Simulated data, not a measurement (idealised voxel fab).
Proc. module: voxel gate over fins
Cross-section cut spans 280 nm and uses square cells 5 nm in size.
Cross-section format: a grid of square cells, given as bands from top to bottom; each band is one or more rows of cells.
It is stipulated that each band's entry specify, in nanometres, the height of the top of the band and then that of its bottom, followed by the materials of the band in left-to-right sequence, each together with its width in nanometres. A single material marked by the word "all across" is understood to fill the band from edge to edge; the word "empty" is understood to denote empty space.
The level at which height equals 0 is the one under which the wafer, as it arrives, is entirely one material. No lower edge exists for the bottom band, which continues downward and is notated as in "0 and below".
With a width like "30->40", each row of cells in the band differs from the next by the same amount, the top row carrying the first number and the bottom row the second.
"remains unaltered" -> step changed no cross-section cell.
Heads up: "Sealed-off cavities" only lists the empty pockets with no open path to the top that are 8 cells or more, and it writes them as width x height at distance, distance from the left edge, in nm.
What comes after the settings on a step's line is commentary from the simulator itself on that step.
When a step includes a mask, the "overlay nm" setting on its line states how far to the right of its planned place that mask lay, and negative values state how far to the left.
Planned process steps
1: RECEIVE [material Si]
2: CONFORMAL_DEP [material SiN] [thk nm 10]
3: MASKED_ETCH [tone cover] [mask id FINS] [width nm 15] [pitch nm 45] [etch materials SiN] [depth nm 10] [overlay nm 0]
4: MASKED_ETCH [tone cover] [mask id FINS] [width nm 15] [pitch nm 45] [etch materials Si] [depth nm 30] [overlay nm 0]
5: OXIDIZE [depth nm 5]
6: FILL_DEP [material SiO2] [thk nm 5]
7: CMP [height nm 10]
8: SELECTIVE_ETCH [etch materials SiO2] [depth nm 20]
9: STRIP [etch materials SiN]
10: CONFORMAL_DEP [material HfO2] [thk nm 5]
11: CONFORMAL_DEP [material TiN] [thk nm 5]
12: CONFORMAL_DEP [material TiAl] [thk nm 5]
13: CONFORMAL_DEP [material TiN] [thk nm 5]
14: FILL_DEP [material W] [thk nm 15]
15: CMP [height nm 30]
16: CONFORMAL_DEP [material SiN] [thk nm 10]
Cross-section of the incoming wafer, state after step 1
> 0 and below = Si all across
> Sealed-off cavities: none
Look at the cross-section after the module: the wafer started out the way shown above and the plan was the one shown above, yet one mistake was made along the way
> 40 down to 30 = SiN all across
> 30 down to 20 = W all across
> 20 down to 15 = W: 95, TiN: 90, W: 95
> 15 down to 10 = W: 95, TiN: 5, TiAl: 35, TiN: 10, TiAl: 35, TiN: 5, W: 95
> 10 down to 5 = W: 95, TiN: 5, TiAl: 5, TiN: 25, TiAl: 5, TiN: 10, TiAl: 5, TiN: 25, TiAl: 5, TiN: 5, W: 95
> 5 down to 0 = W: 95, TiN: 5, TiAl: 5, TiN: 5, HfO2: 15, TiN: 5, TiAl: 5, TiN: 10, TiAl: 5, TiN: 5, HfO2: 15, TiN: 5, TiAl: 5, TiN: 5, W: 95
> 0 down to -10 = W: 95, TiN: 5, TiAl: 5, TiN: 5, HfO2: 5, Si: 5, HfO2: 5, TiN: 5, TiAl: 5, TiN: 10, TiAl: 5, TiN: 5, HfO2: 5, Si: 5, HfO2: 5, TiN: 5, TiAl: 5, TiN: 5, W: 95
> -10 down to -15 = TiN: 100, TiAl: 5, TiN: 5, HfO2: 5, Si: 5, HfO2: 5, TiN: 5, TiAl: 5, TiN: 10, TiAl: 5, TiN: 5, HfO2: 5, Si: 5, HfO2: 5, TiN: 5, TiAl: 5, TiN: 100
> -15 down to -20 = TiAl: 105, TiN: 5, HfO2: 5, Si: 5, HfO2: 5, TiN: 5, TiAl: 20, TiN: 5, HfO2: 5, Si: 5, HfO2: 5, TiN: 5, TiAl: 105
> -20 down to -25 = TiN: 110, HfO2: 5, Si: 5, HfO2: 5, TiN: 30, HfO2: 5, Si: 5, HfO2: 5, TiN: 110
> -25 down to -30 = HfO2: 115, Si: 5, HfO2: 40, Si: 5, HfO2: 115
> -30 down to -35 = SiO2: 115, Si: 5, SiO2: 40, Si: 5, SiO2: 115
> -35 and below = Si all across
> Sealed-off cavities: none
Run error: step 8 of the plan was performed twice
